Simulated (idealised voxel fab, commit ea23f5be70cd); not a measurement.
Herein follows the process module entitled voxel transistor to metal.
Xsec cut, 195 nm wide, square cell size 5 nm.
Throughout this document, each cross-section is represented as a grid of square cells and is presented as a sequence of bands enumerated from the top downward, where a band comprises one or more rows of cells. Quick guide to a band line: top height, bottom height (nm) up front; then every material left to right with its width in nm. Only one material and it's marked "throughout"? Then it fills the band edge to edge. And "empty" just means empty space. Height reference: 0 = level under which incoming wafer is all one material. Lowest band: no bottom, runs on downward, e.g. "0..down". You'd read "30->40" like this: the band's top row of cells is as wide as the first number, its bottom row is as wide as the second, and going down, every row changes width by the same amount as the row before did. For the purposes of this document, the phrase "nothing altered" attached to a step denotes that no cell within the cross-section was modified by that step. "Encapsulated voids" - sealed voids, min. 8 cells, no opening to top; format: width x height at distance (distance from left edge; nm throughout). after a step's settings: what the simulator itself notes on the step. The "overlay nm" setting may appear on a step's line; for a step that uses a mask, it gives how far to the right of its planned position the mask lay, and a negative value indicates the left. If you're wondering how to read the rest of this, here's the deal. It's pairs of cross-sections: one from before a process step, one from after it. The after one is only drawn as far down as the lowest band that changed. Right under each pair you'll see which step sits between them and what its settings were. Don't read the pairs as one continuous story, though. They can come from different runs of this module on the same starting wafer, and a pair only carries on from the one above it where its entry headed "State before step" says so.

# State before step
  30..25 | empty (65) | TiN (15) | empty (35) | TiN (15) | empty (65)
  25..20 | TiN (70) | SiN (5) | TiN (5) | empty (35) | TiN (5) | SiN (5) | TiN (70)
  20..0 | SiO2 (70) | SiN (5) | TiN (5) | empty (35) | TiN (5) | SiN (5) | SiO2 (70)
  0..-5 | SiO2 (60) | nSi (10) | SiN (5) | TiN (5) | empty (35) | TiN (5) | SiN (5) | nSi (10) | SiO2 (60)
  -5..-10 | SiO2 (45) | nSi (25) | SiO2 (5) | TiN (45) | SiO2 (5) | nSi (25) | SiO2 (45)
  -10..-15 | SiO2 (50) | nSi (20) | Si (55) | nSi (20) | SiO2 (50)
  -15..-45 | SiO2 (50) | Si (95) | SiO2 (50)
  -45..down | Si throughout
  Encapsulated voids: none

# Result of Step
  35..30 | W throughout
  30..25 | W (65) | TiN (15) | W (35) | TiN (15) | W (65)
  25..20 | TiN (70) | SiN (5) | TiN (5) | W (35) | TiN (5) | SiN (5) | TiN (70)
  20..0 | SiO2 (70) | SiN (5) | TiN (5) | W (35) | TiN (5) | SiN (5) | SiO2 (70)
  0..-5 | SiO2 (60) | nSi (10) | SiN (5) | TiN (5) | W (35) | TiN (5) | SiN (5) | nSi (10) | SiO2 (60)
  Below a height of -5, the structure has not been altered.
  Encapsulated voids: none
The cross-sections above show the structure before and after this step: FILL_DEP: material W, thk nm 5

State before step: nothing new to draw here, it's the after view of the pair just above.

# Result of Step
  20..0 | SiO2 (70) | SiN (5) | TiN (5) | W (35) | TiN (5) | SiN (5) | SiO2 (70)
  Below a height of 0, the structure has not been altered.
  Encapsulated voids: none
The cross-sections above show the structure before and after this step: CMP: height nm 20

State before step: nothing new to draw here, it's the after view of the pair just above.

# Result of Step
  30..20 | SiO2 throughout
  Below a height of 20, the structure has not been altered.
  Encapsulated voids: none
The cross-sections above show the structure before and after this step: DIRECTIONAL_DEP: material SiO2, thk nm 10

State before step: nothing new to draw here, it's the after view of the pair just above.

# Result of Step
  45..30 | resist (50) | empty (15) | resist (65) | empty (15) | resist (50)
  Below a height of 30, the structure has not been altered.
  Encapsulated voids: none
The cross-sections above show the structure before and after this step: PATTERN: tone open, mask id CONTACT, material resist, width nm 15, pitch nm 80, thk nm 15, overlay nm 0

State before step: nothing new to draw here, it's the after view of the pair just above.

# Result of Step
  45..30 | resist (50) | empty (15) | resist (65) | empty (15) | resist (50)
  30..20 | SiO2 (50) | empty (15) | SiO2 (65) | empty (15) | SiO2 (50)
  20..0 | SiO2 (50) | empty (15) | SiO2 (5) | SiN (5) | TiN (5) | W (35) | TiN (5) | SiN (5) | SiO2 (5) | empty (15) | SiO2 (50)
  0..-5 | SiO2 (50) | empty (10) | nSi (10) | SiN (5) | TiN (5) | W (35) | TiN (5) | SiN (5) | nSi (10) | empty (10) | SiO2 (50)
  Below a height of -5, the structure has not been altered.
  Encapsulated voids: none
The cross-sections above show the structure before and after this step: DIRECTIONAL_ETCH: etch materials SiO2, depth nm 35

State before step: nothing new to draw here, it's the after view of the pair just above.

# Result of Step
  30..20 | SiO2 (50) | empty (15) | SiO2 (65) | empty (15) | SiO2 (50)
  Below a height of 20, the structure has not been altered.
  Encapsulated voids: none
The cross-sections above show the structure before and after this step: STRIP: etch materials resist

State before step: nothing new to draw here, it's the after view of the pair just above.

# Result of Step
  35..30 | TiN (55) | empty (5) | TiN (75) | empty (5) | TiN (55)
  30..20 | SiO2 (50) | TiN (5) | empty (5) | TiN (5) | SiO2 (65) | TiN (5) | empty (5) | TiN (5) | SiO2 (50)
  20..5 | SiO2 (50) | TiN (5) | empty (5) | TiN (5) | SiO2 (5) | SiN (5) | TiN (5) | W (35) | TiN (5) | SiN (5) | SiO2 (5) | TiN (5) | empty (5) | TiN (5) | SiO2 (50)
  5..0 | SiO2 (50) | TiN (15) | SiO2 (5) | SiN (5) | TiN (5) | W (35) | TiN (5) | SiN (5) | SiO2 (5) | TiN (15) | SiO2 (50)
  0..-5 | SiO2 (50) | TiN (10) | nSi (10) | SiN (5) | TiN (5) | W (35) | TiN (5) | SiN (5) | nSi (10) | TiN (10) | SiO2 (50)
  Below a height of -5, the structure has not been altered.
  Encapsulated voids: none
The cross-sections above show the structure before and after this step: CONFORMAL_DEP: material TiN, thk nm 5

State before step: nothing new to draw here, it's the after view of the pair just above.

# Result of Step
  45..35 | W throughout
  35..30 | TiN (55) | W (5) | TiN (75) | W (5) | TiN (55)
  30..20 | SiO2 (50) | TiN (5) | W (5) | TiN (5) | SiO2 (65) | TiN (5) | W (5) | TiN (5) | SiO2 (50)
  20..5 | SiO2 (50) | TiN (5) | W (5) | TiN (5) | SiO2 (5) | SiN (5) | TiN (5) | W (35) | TiN (5) | SiN (5) | SiO2 (5) | TiN (5) | W (5) | TiN (5) | SiO2 (50)
  Below a height of 5, the structure has not been altered.
  Encapsulated voids: none
The cross-sections above show the structure before and after this step: FILL_DEP: material W, thk nm 10

State before step: nothing new to draw here, it's the after view of the pair just above.

# Result of Step
  30..20 | SiO2 (50) | TiN (5) | W (5) | TiN (5) | SiO2 (65) | TiN (5) | W (5) | TiN (5) | SiO2 (50)
  Below a height of 20, the structure has not been altered.
  Encapsulated voids: none
The cross-sections above show the structure before and after this step: CMP: height nm 30

State before step: nothing new to draw here, it's the after view of the pair just above.

# Result of Step
  35..30 | TiN throughout
  Below a height of 30, the structure has not been altered.
  Encapsulated voids: none
The cross-sections above show the structure before and after this step: DIRECTIONAL_DEP: material TiN, thk nm 5

State before step: nothing new to draw here, it's the after view of the pair just above.

# Result of Step
  55..35 | Ru throughout
  Below a height of 35, the structure has not been altered.
  Encapsulated voids: none
The cross-sections above show the structure before and after this step: DIRECTIONAL_DEP: material Ru, thk nm 20

State before step: nothing new to draw here, it's the after view of the pair just above.

# Result of Step
  70..55 | empty (50) | resist (15) | empty (65) | resist (15) | empty (50)
  Below a height of 55, the structure has not been altered.
  Encapsulated voids: none
The cross-sections above show the structure before and after this step: PATTERN: tone cover, mask id METAL_1, material resist, width nm 15, pitch nm 80, thk nm 15, overlay nm 0

State before step: nothing new to draw here, it's the after view of the pair just above.

# Result of Step
  70..55 | empty (50) | resist (15) | empty (65) | resist (15) | empty (50)
  55..35 | empty (50) | Ru (15) | empty (65) | Ru (15) | empty (50)
  Below a height of 35, the structure has not been altered.
  Encapsulated voids: none
The cross-sections above show the structure before and after this step: DIRECTIONAL_ETCH: etch materials Ru, depth nm 20

State before step: nothing new to draw here, it's the after view of the pair just above.

# Result of Step
  70..55 | empty (50) | resist (15) | empty (65) | resist (15) | empty (50)
  55..35 | empty (50) | Ru (15) | empty (65) | Ru (15) | empty (50)
  35..30 | empty (50) | TiN (15) | empty (65) | TiN (15) | empty (50)
  Below a height of 30, the structure has not been altered.
  Encapsulated voids: none
The cross-sections above show the structure before and after this step: DIRECTIONAL_ETCH: etch materials TiN, depth nm 5

State before step: nothing new to draw here, it's the after view of the pair just above.

# Result of Step
  55..35 | empty (50) | Ru (15) | empty (65) | Ru (15) | empty (50)
  Below a height of 35, the structure has not been altered.
  Encapsulated voids: none
The cross-sections above show the structure before and after this step: STRIP: etch materials resist

State before step: nothing new to draw here, it's the after view of the pair just above.

# Result of Step
  60..55 | lowk throughout
  55..35 | lowk (50) | Ru (15) | lowk (65) | Ru (15) | lowk (50)
  35..30 | lowk (50) | TiN (15) | lowk (65) | TiN (15) | lowk (50)
  Below a height of 30, the structure has not been altered.
  Encapsulated voids: none
The cross-sections above show the structure before and after this step: FILL_DEP: material lowk, thk nm 5

State before step: nothing new to draw here, it's the after view of the pair just above.

# Result of Step
  55..35 | lowk (50) | Ru (15) | lowk (65) | Ru (15) | lowk (50)
  Below a height of 35, the structure has not been altered.
  Encapsulated voids: none
The cross-sections above show the structure before and after this step: CMP: height nm 55

State before step: nothing new to draw here, it's the after view of the pair just above.

# Result of Step
  60..55 | SiCN throughout
  Below a height of 55, the structure has not been altered.
  Encapsulated voids: none
The cross-sections above show the structure before and after this step: CONFORMAL_DEP: material SiCN, thk nm 5

State before step: nothing new to draw here, it's the after view of the pair just above.

# Result of Step
  95..60 | SiO2 throughout
  Below a height of 60, the structure has not been altered.
  Encapsulated voids: none
The cross-sections above show the structure before and after this step: DIRECTIONAL_DEP: material SiO2, thk nm 35

State before step: nothing new to draw here, it's the after view of the pair just above.

# Result of Step
  110..95 | resist (50) | empty (15) | resist (65) | empty (15) | resist (50)
  Below a height of 95, the structure has not been altered.
  Encapsulated voids: none
The cross-sections above show the structure before and after this step: PATTERN: tone open, mask id METAL_2, material resist, width nm 15, pitch nm 80, thk nm 15, overlay nm 0

State before step: nothing new to draw here, it's the after view of the pair just above.

# Result of Step
  110..95 | resist (50) | empty (15) | resist (65) | empty (15) | resist (50)
  95..75 | SiO2 (50) | empty (15) | SiO2 (65) | empty (15) | SiO2 (50)
  Below a height of 75, the structure has not been altered.
  Encapsulated voids: none
The cross-sections above show the structure before and after this step: DIRECTIONAL_ETCH: etch materials SiO2, depth nm 20

State before step: nothing new to draw here, it's the after view of the pair just above.

# Result of Step
  95..75 | SiO2 (50) | empty (15) | SiO2 (65) | empty (15) | SiO2 (50)
  Below a height of 75, the structure has not been altered.
  Encapsulated voids: none
The cross-sections above show the structure before and after this step: STRIP: etch materials resist

State before step: nothing new to draw here, it's the after view of the pair just above.

# Result of Step
  110..95 | resist (50) | empty (15) | resist (65) | empty (15) | resist (50)
  Below a height of 95, the structure has not been altered.
  Encapsulated voids: none
The cross-sections above show the structure before and after this step: PATTERN: tone open, mask id METAL_2_HOLES, material resist, width nm 15, pitch nm 80, thk nm 15, overlay nm 0

State before step: nothing new to draw here, it's the after view of the pair just above.

# Result of Step
  110..95 | resist (50) | empty (15) | resist (65) | empty (15) | resist (50)
  95..60 | SiO2 (50) | empty (15) | SiO2 (65) | empty (15) | SiO2 (50)
  Below a height of 60, the structure has not been altered.
  Encapsulated voids: none
The cross-sections above show the structure before and after this step: DIRECTIONAL_ETCH: etch materials SiO2, depth nm 15

State before step: nothing new to draw here, it's the after view of the pair just above.

# Result of Step
  110..95 | resist (50) | empty (15) | resist (65) | empty (15) | resist (50)
  95..60 | SiO2 (50) | empty (15) | SiO2 (65) | empty (15) | SiO2 (50)
  60..55 | SiCN (50) | empty (15) | SiCN (65) | empty (15) | SiCN (50)
  Below a height of 55, the structure has not been altered.
  Encapsulated voids: none
The cross-sections above show the structure before and after this step: DIRECTIONAL_ETCH: etch materials SiCN, depth nm 5

State before step: nothing new to draw here, it's the after view of the pair just above.

# Result of Step
  95..60 | SiO2 (50) | empty (15) | SiO2 (65) | empty (15) | SiO2 (50)
  Below a height of 60, the structure has not been altered.
  Encapsulated voids: none
The cross-sections above show the structure before and after this step: STRIP: etch materials resist

State before step: nothing new to draw here, it's the after view of the pair just above.

# Result of Step
  100..95 | TiN (55) | empty (5) | TiN (75) | empty (5) | TiN (55)
  95..60 | SiO2 (50) | TiN (5) | empty (5) | TiN (5) | SiO2 (65) | TiN (5) | empty (5) | TiN (5) | SiO2 (50)
  60..55 | SiCN (50) | TiN (15) | SiCN (65) | TiN (15) | SiCN (50)
  Below a height of 55, the structure has not been altered.
  Encapsulated voids: none
The cross-sections above show the structure before and after this step: CONFORMAL_DEP: material TiN, thk nm 5

State before step: nothing new to draw here, it's the after view of the pair just above.

# Result of Step
  110..100 | Cu throughout
  100..95 | TiN (55) | Cu (5) | TiN (75) | Cu (5) | TiN (55)
  95..60 | SiO2 (50) | TiN (5) | Cu (5) | TiN (5) | SiO2 (65) | TiN (5) | Cu (5) | TiN (5) | SiO2 (50)
  Below a height of 60, the structure has not been altered.
  Encapsulated voids: none
The cross-sections above show the structure before and after this step: FILL_DEP: material Cu, thk nm 10

State before step: nothing new to draw here, it's the after view of the pair just above.

# Result of Step
  95..60 | SiO2 (50) | TiN (5) | Cu (5) | TiN (5) | SiO2 (65) | TiN (5) | Cu (5) | TiN (5) | SiO2 (50)
  Below a height of 60, the structure has not been altered.
  Encapsulated voids: none
The cross-sections above show the structure before and after this step: CMP: height nm 95

State before step: nothing new to draw here, it's the after view of the pair just above.

# Result of Step
  100..95 | SiCN throughout
  Below a height of 95, the structure has not been altered.
  Encapsulated voids: none
The cross-sections above show the structure before and after this step: CONFORMAL_DEP: material SiCN, thk nm 5

# State before step
  95..60 | SiO2 throughout
  60..55 | SiCN throughout
  55..35 | lowk (50) | Ru (15) | lowk (65) | Ru (15) | lowk (50)
  35..30 | lowk (50) | TiN (15) | lowk (65) | TiN (15) | lowk (50)
  30..20 | SiO2 (50) | TiN (5) | W (5) | TiN (5) | SiO2 (65) | TiN (5) | W (5) | TiN (5) | SiO2 (50)
  20..5 | SiO2 (50) | TiN (5) | W (5) | TiN (5) | SiO2 (5) | SiN (5) | HfO2 (5) | TiN (5) | W (25) | TiN (5) | HfO2 (5) | SiN (5) | SiO2 (5) | TiN (5) | W (5) | TiN (5) | SiO2 (50)
  5..0 | SiO2 (50) | TiN (15) | SiO2 (5) | SiN (5) | HfO2 (5) | TiN (5) | W (25) | TiN (5) | HfO2 (5) | SiN (5) | SiO2 (5) | TiN (15) | SiO2 (50)
  0..-5 | SiO2 (50) | TiN (10) | nSi (10) | SiN (5) | HfO2 (5) | TiN (35) | HfO2 (5) | SiN (5) | nSi (10) | TiN (10) | SiO2 (50)
  -5..-10 | SiO2 (45) | nSi (25) | SiO2 (5) | HfO2 (45) | SiO2 (5) | nSi (25) | SiO2 (45)
  -10..-15 | SiO2 (50) | nSi (20) | Si (55) | nSi (20) | SiO2 (50)
  -15..-45 | SiO2 (50) | Si (95) | SiO2 (50)
  -45..down | Si throughout
  Encapsulated voids: none

# Result of Step
  130..60 | SiO2 throughout
  Below a height of 60, the structure has not been altered.
  Encapsulated voids: none
The cross-sections above show the structure before and after this step: DIRECTIONAL_DEP: material SiO2, thk nm 35

State before step: nothing new to draw here, it's the after view of the pair just above.

# Result of Step
  145..130 | resist (50) | empty (15) | resist (65) | empty (15) | resist (50)
  Below a height of 130, the structure has not been altered.
  Encapsulated voids: none
The cross-sections above show the structure before and after this step: PATTERN: tone open, mask id METAL_2, material resist, width nm 15, pitch nm 80, thk nm 15, overlay nm 0

State before step: nothing new to draw here, it's the after view of the pair just above.

# Result of Step
  145..130 | resist (50) | empty (15) | resist (65) | empty (15) | resist (50)
  130..110 | SiO2 (50) | empty (15) | SiO2 (65) | empty (15) | SiO2 (50)
  Below a height of 110, the structure has not been altered.
  Encapsulated voids: none
The cross-sections above show the structure before and after this step: DIRECTIONAL_ETCH: etch materials SiO2, depth nm 20

State before step: nothing new to draw here, it's the after view of the pair just above.

# Result of Step
  130..110 | SiO2 (50) | empty (15) | SiO2 (65) | empty (15) | SiO2 (50)
  Below a height of 110, the structure has not been altered.
  Encapsulated voids: none
The cross-sections above show the structure before and after this step: STRIP: etch materials resist

State before step: nothing new to draw here, it's the after view of the pair just above.

# Result of Step
  145..130 | resist (50) | empty (15) | resist (65) | empty (15) | resist (50)
  Below a height of 130, the structure has not been altered.
  Encapsulated voids: none
The cross-sections above show the structure before and after this step: PATTERN: tone open, mask id METAL_2_HOLES, material resist, width nm 15, pitch nm 80, thk nm 15, overlay nm 0

State before step: nothing new to draw here, it's the after view of the pair just above.

# Result of Step
  145..130 | resist (50) | empty (15) | resist (65) | empty (15) | resist (50)
  130..95 | SiO2 (50) | empty (15) | SiO2 (65) | empty (15) | SiO2 (50)
  Below a height of 95, the structure has not been altered.
  Encapsulated voids: none
The cross-sections above show the structure before and after this step: DIRECTIONAL_ETCH: etch materials SiO2, depth nm 15

State before step: nothing new to draw here, it's the after view of the pair just above.

# Result of Step
  130..95 | SiO2 (50) | empty (15) | SiO2 (65) | empty (15) | SiO2 (50)
  Below a height of 95, the structure has not been altered.
  Encapsulated voids: none
The cross-sections above show the structure before and after this step: STRIP: etch materials resist

State before step: nothing new to draw here, it's the after view of the pair just above.

# Result of Step
  135..130 | TiN (55) | empty (5) | TiN (75) | empty (5) | TiN (55)
  130..100 | SiO2 (50) | TiN (5) | empty (5) | TiN (5) | SiO2 (65) | TiN (5) | empty (5) | TiN (5) | SiO2 (50)
  100..95 | SiO2 (50) | TiN (15) | SiO2 (65) | TiN (15) | SiO2 (50)
  Below a height of 95, the structure has not been altered.
  Encapsulated voids: none
The cross-sections above show the structure before and after this step: CONFORMAL_DEP: material TiN, thk nm 5

State before step: nothing new to draw here, it's the after view of the pair just above.

# Result of Step
  145..135 | Cu throughout
  135..130 | TiN (55) | Cu (5) | TiN (75) | Cu (5) | TiN (55)
  130..100 | SiO2 (50) | TiN (5) | Cu (5) | TiN (5) | SiO2 (65) | TiN (5) | Cu (5) | TiN (5) | SiO2 (50)
  Below a height of 100, the structure has not been altered.
  Encapsulated voids: none
The cross-sections above show the structure before and after this step: FILL_DEP: material Cu, thk nm 10

State before step: nothing new to draw here, it's the after view of the pair just above.

# Result of Step
  95..60 | SiO2 throughout
  Below a height of 60, the structure has not been altered.
  Encapsulated voids: none
The cross-sections above show the structure before and after this step: CMP: height nm 95

State before step: nothing new to draw here, it's the after view of the pair just above.

# Result of Step
  100..95 | SiCN throughout
  Below a height of 95, the structure has not been altered.
  Encapsulated voids: none
The cross-sections above show the structure before and after this step: CONFORMAL_DEP: material SiCN, thk nm 5

# State before step
  30..25 | empty (65) | TiN (15) | empty (35) | TiN (15) | empty (65)
  25..20 | TiN (70) | SiN (5) | TiN (5) | empty (35) | TiN (5) | SiN (5) | TiN (70)
  20..0 | SiO2 (70) | SiN (5) | TiN (5) | empty (35) | TiN (5) | SiN (5) | SiO2 (70)
  0..-5 | SiO2 (60) | nSi (10) | SiN (5) | TiN (5) | empty (35) | TiN (5) | SiN (5) | nSi (10) | SiO2 (60)
  -5..-10 | SiO2 (45) | nSi (25) | SiO2 (5) | TiN (45) | SiO2 (5) | nSi (25) | SiO2 (45)
  -10..-15 | SiO2 (50) | nSi (20) | Si (55) | nSi (20) | SiO2 (50)
  -15..-45 | SiO2 (50) | Si (95) | SiO2 (50)
  -45..down | Si throughout
  Encapsulated voids: none

# Result of Step
  35..30 | empty (60) | HfO2 (25) | empty (25) | HfO2 (25) | empty (60)
  30..25 | HfO2 (65) | TiN (15) | HfO2 (5) | empty (25) | HfO2 (5) | TiN (15) | HfO2 (65)
  25..20 | TiN (70) | SiN (5) | TiN (5) | HfO2 (5) | empty (25) | HfO2 (5) | TiN (5) | SiN (5) | TiN (70)
  20..0 | SiO2 (70) | SiN (5) | TiN (5) | HfO2 (5) | empty (25) | HfO2 (5) | TiN (5) | SiN (5) | SiO2 (70)
  0..-5 | SiO2 (60) | nSi (10) | SiN (5) | TiN (5) | HfO2 (35) | TiN (5) | SiN (5) | nSi (10) | SiO2 (60)
  Below a height of -5, the structure has not been altered.
  Encapsulated voids: none
The cross-sections above show the structure before and after this step: CONFORMAL_DEP: material HfO2, thk nm 5

State before step: nothing new to draw here, it's the after view of the pair just above.

# Result of Step
  40..35 | W throughout
  35..30 | W (60) | HfO2 (25) | W (25) | HfO2 (25) | W (60)
  30..25 | HfO2 (65) | TiN (15) | HfO2 (5) | W (25) | HfO2 (5) | TiN (15) | HfO2 (65)
  25..20 | TiN (70) | SiN (5) | TiN (5) | HfO2 (5) | W (25) | HfO2 (5) | TiN (5) | SiN (5) | TiN (70)
  20..0 | SiO2 (70) | SiN (5) | TiN (5) | HfO2 (5) | W (25) | HfO2 (5) | TiN (5) | SiN (5) | SiO2 (70)
  Below a height of 0, the structure has not been altered.
  Encapsulated voids: none
The cross-sections above show the structure before and after this step: FILL_DEP: material W, thk nm 5

State before step: nothing new to draw here, it's the after view of the pair just above.

# Result of Step
  20..0 | SiO2 (70) | SiN (5) | TiN (5) | HfO2 (5) | W (25) | HfO2 (5) | TiN (5) | SiN (5) | SiO2 (70)
  Below a height of 0, the structure has not been altered.
  Encapsulated voids: none
The cross-sections above show the structure before and after this step: CMP: height nm 20

State before step: nothing new to draw here, it's the after view of the pair just above.

# Result of Step
  30..20 | SiO2 throughout
  Below a height of 20, the structure has not been altered.
  Encapsulated voids: none
The cross-sections above show the structure before and after this step: DIRECTIONAL_DEP: material SiO2, thk nm 10

State before step: nothing new to draw here, it's the after view of the pair just above.

# Result of Step
  45..30 | resist (50) | empty (15) | resist (65) | empty (15) | resist (50)
  Below a height of 30, the structure has not been altered.
  Encapsulated voids: none
The cross-sections above show the structure before and after this step: PATTERN: tone open, mask id CONTACT, material resist, width nm 15, pitch nm 80, thk nm 15, overlay nm 0

State before step: nothing new to draw here, it's the after view of the pair just above.

# Result of Step
  45..30 | resist (50) | empty (15) | resist (65) | empty (15) | resist (50)
  30..20 | SiO2 (50) | empty (15) | SiO2 (65) | empty (15) | SiO2 (50)
  20..0 | SiO2 (50) | empty (15) | SiO2 (5) | SiN (5) | TiN (5) | HfO2 (5) | W (25) | HfO2 (5) | TiN (5) | SiN (5) | SiO2 (5) | empty (15) | SiO2 (50)
  0..-5 | SiO2 (50) | empty (10) | nSi (10) | SiN (5) | TiN (5) | HfO2 (35) | TiN (5) | SiN (5) | nSi (10) | empty (10) | SiO2 (50)
  Below a height of -5, the structure has not been altered.
  Encapsulated voids: none
The cross-sections above show the structure before and after this step: DIRECTIONAL_ETCH: etch materials SiO2, depth nm 35

State before step: nothing new to draw here, it's the after view of the pair just above.

# Result of Step
  30..20 | SiO2 (50) | empty (15) | SiO2 (65) | empty (15) | SiO2 (50)
  Below a height of 20, the structure has not been altered.
  Encapsulated voids: none
The cross-sections above show the structure before and after this step: STRIP: etch materials resist

State before step: nothing new to draw here, it's the after view of the pair just above.

# Result of Step
  35..30 | TiN (55) | empty (5) | TiN (75) | empty (5) | TiN (55)
  30..20 | SiO2 (50) | TiN (5) | empty (5) | TiN (5) | SiO2 (65) | TiN (5) | empty (5) | TiN (5) | SiO2 (50)
  20..5 | SiO2 (50) | TiN (5) | empty (5) | TiN (5) | SiO2 (5) | SiN (5) | TiN (5) | HfO2 (5) | W (25) | HfO2 (5) | TiN (5) | SiN (5) | SiO2 (5) | TiN (5) | empty (5) | TiN (5) | SiO2 (50)
  5..0 | SiO2 (50) | TiN (15) | SiO2 (5) | SiN (5) | TiN (5) | HfO2 (5) | W (25) | HfO2 (5) | TiN (5) | SiN (5) | SiO2 (5) | TiN (15) | SiO2 (50)
  0..-5 | SiO2 (50) | TiN (10) | nSi (10) | SiN (5) | TiN (5) | HfO2 (35) | TiN (5) | SiN (5) | nSi (10) | TiN (10) | SiO2 (50)
  Below a height of -5, the structure has not been altered.
  Encapsulated voids: none
The cross-sections above show the structure before and after this step: CONFORMAL_DEP: material TiN, thk nm 5

State before step: nothing new to draw here, it's the after view of the pair just above.

# Result of Step
  45..35 | W throughout
  35..30 | TiN (55) | W (5) | TiN (75) | W (5) | TiN (55)
  30..20 | SiO2 (50) | TiN (5) | W (5) | TiN (5) | SiO2 (65) | TiN (5) | W (5) | TiN (5) | SiO2 (50)
  20..5 | SiO2 (50) | TiN (5) | W (5) | TiN (5) | SiO2 (5) | SiN (5) | TiN (5) | HfO2 (5) | W (25) | HfO2 (5) | TiN (5) | SiN (5) | SiO2 (5) | TiN (5) | W (5) | TiN (5) | SiO2 (50)
  Below a height of 5, the structure has not been altered.
  Encapsulated voids: none
The cross-sections above show the structure before and after this step: FILL_DEP: material W, thk nm 10

State before step: nothing new to draw here, it's the after view of the pair just above.

# Result of Step
  30..20 | SiO2 (50) | TiN (5) | W (5) | TiN (5) | SiO2 (65) | TiN (5) | W (5) | TiN (5) | SiO2 (50)
  Below a height of 20, the structure has not been altered.
  Encapsulated voids: none
The cross-sections above show the structure before and after this step: CMP: height nm 30

State before step: nothing new to draw here, it's the after view of the pair just above.

# Result of Step
  35..30 | TiN throughout
  Below a height of 30, the structure has not been altered.
  Encapsulated voids: none
The cross-sections above show the structure before and after this step: DIRECTIONAL_DEP: material TiN, thk nm 5

State before step: nothing new to draw here, it's the after view of the pair just above.

# Result of Step
  55..35 | Ru throughout
  Below a height of 35, the structure has not been altered.
  Encapsulated voids: none
The cross-sections above show the structure before and after this step: DIRECTIONAL_DEP: material Ru, thk nm 20

State before step: nothing new to draw here, it's the after view of the pair just above.

# Result of Step
  70..55 | empty (50) | resist (15) | empty (65) | resist (15) | empty (50)
  Below a height of 55, the structure has not been altered.
  Encapsulated voids: none
The cross-sections above show the structure before and after this step: PATTERN: tone cover, mask id METAL_1, material resist, width nm 15, pitch nm 80, thk nm 15, overlay nm 0

State before step: nothing new to draw here, it's the after view of the pair just above.

# Result of Step
  70..55 | empty (50) | resist (15) | empty (65) | resist (15) | empty (50)
  55..35 | empty (50) | Ru (15) | empty (65) | Ru (15) | empty (50)
  Below a height of 35, the structure has not been altered.
  Encapsulated voids: none
The cross-sections above show the structure before and after this step: DIRECTIONAL_ETCH: etch materials Ru, depth nm 20

State before step: nothing new to draw here, it's the after view of the pair just above.

# Result of Step
  70..55 | empty (50) | resist (15) | empty (65) | resist (15) | empty (50)
  55..35 | empty (50) | Ru (15) | empty (65) | Ru (15) | empty (50)
  35..30 | empty (50) | TiN (15) | empty (65) | TiN (15) | empty (50)
  Below a height of 30, the structure has not been altered.
  Encapsulated voids: none
The cross-sections above show the structure before and after this step: DIRECTIONAL_ETCH: etch materials TiN, depth nm 5

State before step: nothing new to draw here, it's the after view of the pair just above.

# Result of Step
  55..35 | empty (50) | Ru (15) | empty (65) | Ru (15) | empty (50)
  Below a height of 35, the structure has not been altered.
  Encapsulated voids: none
The cross-sections above show the structure before and after this step: STRIP: etch materials resist

State before step: nothing new to draw here, it's the after view of the pair just above.

# Result of Step
  60..55 | lowk throughout
  55..35 | lowk (50) | Ru (15) | lowk (65) | Ru (15) | lowk (50)
  35..30 | lowk (50) | TiN (15) | lowk (65) | TiN (15) | lowk (50)
  Below a height of 30, the structure has not been altered.
  Encapsulated voids: none
The cross-sections above show the structure before and after this step: FILL_DEP: material lowk, thk nm 5

State before step: nothing new to draw here, it's the after view of the pair just above.

# Result of Step
  55..35 | lowk (50) | Ru (15) | lowk (65) | Ru (15) | lowk (50)
  Below a height of 35, the structure has not been altered.
  Encapsulated voids: none
The cross-sections above show the structure before and after this step: CMP: height nm 55

State before step: nothing new to draw here, it's the after view of the pair just above.

# Result of Step
  60..55 | SiCN throughout
  Below a height of 55, the structure has not been altered.
  Encapsulated voids: none
The cross-sections above show the structure before and after this step: CONFORMAL_DEP: material SiCN, thk nm 5

State before step: nothing new to draw here, it's the after view of the pair just above.

# Result of Step
  95..60 | SiO2 throughout
  Below a height of 60, the structure has not been altered.
  Encapsulated voids: none
The cross-sections above show the structure before and after this step: DIRECTIONAL_DEP: material SiO2, thk nm 35

State before step: nothing new to draw here, it's the after view of the pair just above.

# Result of Step
  110..95 | resist (50) | empty (15) | resist (65) | empty (15) | resist (50)
  Below a height of 95, the structure has not been altered.
  Encapsulated voids: none
The cross-sections above show the structure before and after this step: PATTERN: tone open, mask id METAL_2, material resist, width nm 15, pitch nm 80, thk nm 15, overlay nm 0

State before step: nothing new to draw here, it's the after view of the pair just above.

# Result of Step
  110..95 | resist (50) | empty (15) | resist (65) | empty (15) | resist (50)
  95..75 | SiO2 (50) | empty (15) | SiO2 (65) | empty (15) | SiO2 (50)
  Below a height of 75, the structure has not been altered.
  Encapsulated voids: none
The cross-sections above show the structure before and after this step: DIRECTIONAL_ETCH: etch materials SiO2, depth nm 20

State before step: nothing new to draw here, it's the after view of the pair just above.

# Result of Step
  95..75 | SiO2 (50) | empty (15) | SiO2 (65) | empty (15) | SiO2 (50)
  Below a height of 75, the structure has not been altered.
  Encapsulated voids: none
The cross-sections above show the structure before and after this step: STRIP: etch materials resist

State before step: nothing new to draw here, it's the after view of the pair just above.

# Result of Step
  110..95 | resist (50) | empty (15) | resist (65) | empty (15) | resist (50)
  Below a height of 95, the structure has not been altered.
  Encapsulated voids: none
The cross-sections above show the structure before and after this step: PATTERN: tone open, mask id METAL_2_HOLES, material resist, width nm 15, pitch nm 80, thk nm 15, overlay nm 0

State before step: nothing new to draw here, it's the after view of the pair just above.

# Result of Step
  110..95 | resist (50) | empty (15) | resist (65) | empty (15) | resist (50)
  95..60 | SiO2 (50) | empty (15) | SiO2 (65) | empty (15) | SiO2 (50)
  Below a height of 60, the structure has not been altered.
  Encapsulated voids: none
The cross-sections above show the structure before and after this step: DIRECTIONAL_ETCH: etch materials SiO2, depth nm 15

State before step: nothing new to draw here, it's the after view of the pair just above.

# Result of Step
  110..95 | resist (50) | empty (15) | resist (65) | empty (15) | resist (50)
  95..60 | SiO2 (50) | empty (15) | SiO2 (65) | empty (15) | SiO2 (50)
  60..55 | SiCN (50) | empty (15) | SiCN (65) | empty (15) | SiCN (50)
  Below a height of 55, the structure has not been altered.
  Encapsulated voids: none
The cross-sections above show the structure before and after this step: DIRECTIONAL_ETCH: etch materials SiCN, depth nm 5
